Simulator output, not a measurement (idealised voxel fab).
Name of the process module below: voxel capacitor over wiring
Pictured: cross-section cut, 295 nm wide, on a grid of 5 nm square cells.
How to read a cross-section here: the picture is a grid of square cells, written as bands going from the top down, and any band can span one or more rows of cells.
In this notation a band is specified by the heights of its top and bottom, in that order and in nm, after which its materials appear from left to right, each paired with its width in nm. The word "all across" attached to a single material means that material fills the band from edge to edge; the word "empty" stands for empty space.
Measure heights from 0. That's the level where, below it, the as-received wafer is all one material. The lowest band is bottomless and extends downward; write it as in "0 and below".
The two numbers in a width such as "30 to 40" mark its ends across the band: the first belongs to the top row of cells, the second to the bottom row, and from each row to the next the width moves by the same amount.
Step note "no modification" = no cross-section cell changed.
"Closed void table": sealed empty spaces, 8 cells or more, no open way to top, listed width x height at distance, with distance from the left edge and width, height and distance in nm.
Text after the settings on a step's line: the simulator's own remark on that step.
A step line may carry the setting "overlay nm", which, for steps involving a mask, states the distance by which the mask lay to the right of its intended position; negative values denote displacement to the left.

# The steps planned for the process are as follows
1 RECEIVE | material Si
2 CONFORMAL_DEP | material SiO2 | thk nm 15
3 DIRECTIONAL_DEP | material TiN | thk nm 5
4 DIRECTIONAL_DEP | material W | thk nm 25
5 MASKED_ETCH | tone cover | mask id METAL_1 | width nm 25 | pitch nm 90 | etch materials W | depth nm 25 | overlay nm 0
6 MASKED_ETCH | tone cover | mask id METAL_1 | width nm 25 | pitch nm 90 | etch materials TiN | depth nm 5 | overlay nm 0
7 FILL_DEP | material SiO2 | thk nm 5
8 CMP | height nm 45
9 CONFORMAL_DEP | material SiCN | thk nm 5
10 DIRECTIONAL_DEP | material SiO2 | thk nm 10
11 PATTERN | tone open | mask id PLUG_1 | material resist | width nm 15 | thk nm 15 | overlay nm 0
12 DIRECTIONAL_ETCH | etch materials SiO2 | depth nm 10
13 DIRECTIONAL_ETCH | etch materials SiCN | depth nm 5
14 STRIP | etch materials resist
15 EPI | material Ru | thk nm 10
16 EPI | material Ru | thk nm 5
17 DIRECTIONAL_DEP | material TiN | thk nm 5
18 DIRECTIONAL_DEP | material Al2O3 | thk nm 5
19 DIRECTIONAL_DEP | material TiN | thk nm 10
20 PATTERN | tone cover | mask id UPPER_PLATE | material resist | width nm 70 | thk nm 15 | overlay nm 0
21 DIRECTIONAL_ETCH | etch materials TiN | depth nm 10
22 DIRECTIONAL_ETCH | etch materials Al2O3 | depth nm 5
23 STRIP | etch materials resist
24 MASKED_ETCH | tone cover | mask id LOWER_PLATE | width nm 80 | etch materials TiN | depth nm 5 | overlay nm 0
25 FILL_DEP | material SiO2 | thk nm 20
26 CMP | height nm 95
27 PATTERN | tone open | mask id PLUG_2 | material resist | width nm 15 | thk nm 15 | overlay nm 0
28 DIRECTIONAL_ETCH | etch materials SiO2 | depth nm 15
29 STRIP | etch materials resist
30 CONFORMAL_DEP | material TiN | thk nm 5
31 FILL_DEP | material Cu | thk nm 10
32 CMP | height nm 95
33 CONFORMAL_DEP | material SiCN | thk nm 5

# Delivered wafer in cross-section: state after step 1
    0 and below: Si all across
    Closed void table: none

# The module was run from the start shown above using the plan shown above, but one mistake was made doing it; the resulting wafer cross-section is below
    100 down to 95: SiCN all across
    95 down to 85: 110 of SiO2  5 of TiN  5 of Cu  5 of TiN  170 of SiO2
    85 down to 80: 110 of SiO2  15 of TiN  170 of SiO2
    80 down to 70: 100 of SiO2  70 of TiN  125 of SiO2
    70 down to 65: 100 of SiO2  70 of Al2O3  125 of SiO2
    65 down to 60: 95 of SiO2  80 of TiN  120 of SiO2
    60 down to 50: 100 of SiO2  15 of Ru  180 of SiO2
    50 down to 45: 100 of SiCN  15 of Ru  180 of SiCN
    45 down to 30: 90 of SiO2  25 of W  65 of SiO2  25 of W  90 of SiO2
    30 down to 25: 90 of SiO2  25 of TiN  65 of SiO2  25 of TiN  90 of SiO2
    25 down to 0: SiO2 all across
    0 and below: Si all across
    Closed void table: none
Finding, execution versus plan: for step 2, the planned setting was not used; the step was instead run as CONFORMAL_DEP | material SiO2 | thk nm 25
